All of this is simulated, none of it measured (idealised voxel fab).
Documented hereafter: the process module known as voxel spacer lines.
Cross-sectional view cut (width: 250 nm; square cell size: 5 nm).
If you're reading a cross-section in this doc, picture square cells in a grid; it comes to you as bands, top ones listed first down to the bottom, and a band can be one or more rows of cells.
Within each band entry, the heights of the top and of the bottom of the band appear first, in that order and in nm; the materials of the band then follow from left to right, each with its corresponding width in nm. The designation "edge to edge" on a single material indicates that it fills the band from edge to edge; the designation "blank" indicates empty space.
Below 0: as-received wafer, all one material; heights counted from there. Lowest band: no bottom, goes on down, written "0 down".
The expression "30 to 40" gives the width at the extremes of the band, the first number at its top row of cells and the second at its bottom row, with the width changing by equal amounts from each row to the next in between.
The cross-section has no changed cell in any step marked "no alteration".
"Voids, enclosed": empty spaces of 8 cells or more with no open way to the top, each given as width x height at distance, distance from the left edge, all in nm.
Note: text after step settings on the step line = simulator remark on that step.
Among the settings permitted on a step's line is "overlay nm"; applied to a step with a mask, it specifies the extent to which the mask lay to the right of its planned position, whereas a negative figure signifies a position to the left.

**List of planned process steps**
1: RECEIVE | material Si
2: CONFORMAL_DEP | material Al2O3 | thk nm 5
3: DIRECTIONAL_DEP | material SiN | thk nm 10
4: DIRECTIONAL_DEP | material aC | thk nm 20
5: PATTERN | tone cover | mask id MANDREL | material resist | width nm 15 | pitch nm 50 | thk nm 30 | overlay nm 0
6: DIRECTIONAL_ETCH | etch materials aC | depth nm 20
7: STRIP | etch materials resist
8: CONFORMAL_DEP | material SiO2 | thk nm 10
9: DIRECTIONAL_ETCH | etch materials SiO2 | depth nm 10
10: STRIP | etch materials aC
11: DIRECTIONAL_ETCH | etch materials SiN | depth nm 10
12: STRIP | etch materials SiO2
13: FILL_DEP | material SiO2 | thk nm 10
14: CMP | height nm 15

**This is the cross-section of the wafer as we received it, i.e. after step 1**
- 0 down: Si edge to edge
- Voids, enclosed: none

**Wafer cross-section at end of module: start and plan as shown above, one execution error**
- 5 to 0: Al2O3 edge to edge
- 0 down: Si edge to edge
- Voids, enclosed: none
Diagnosis: note that step 14 departed from the planned setting and was carried out as CMP | height nm 5
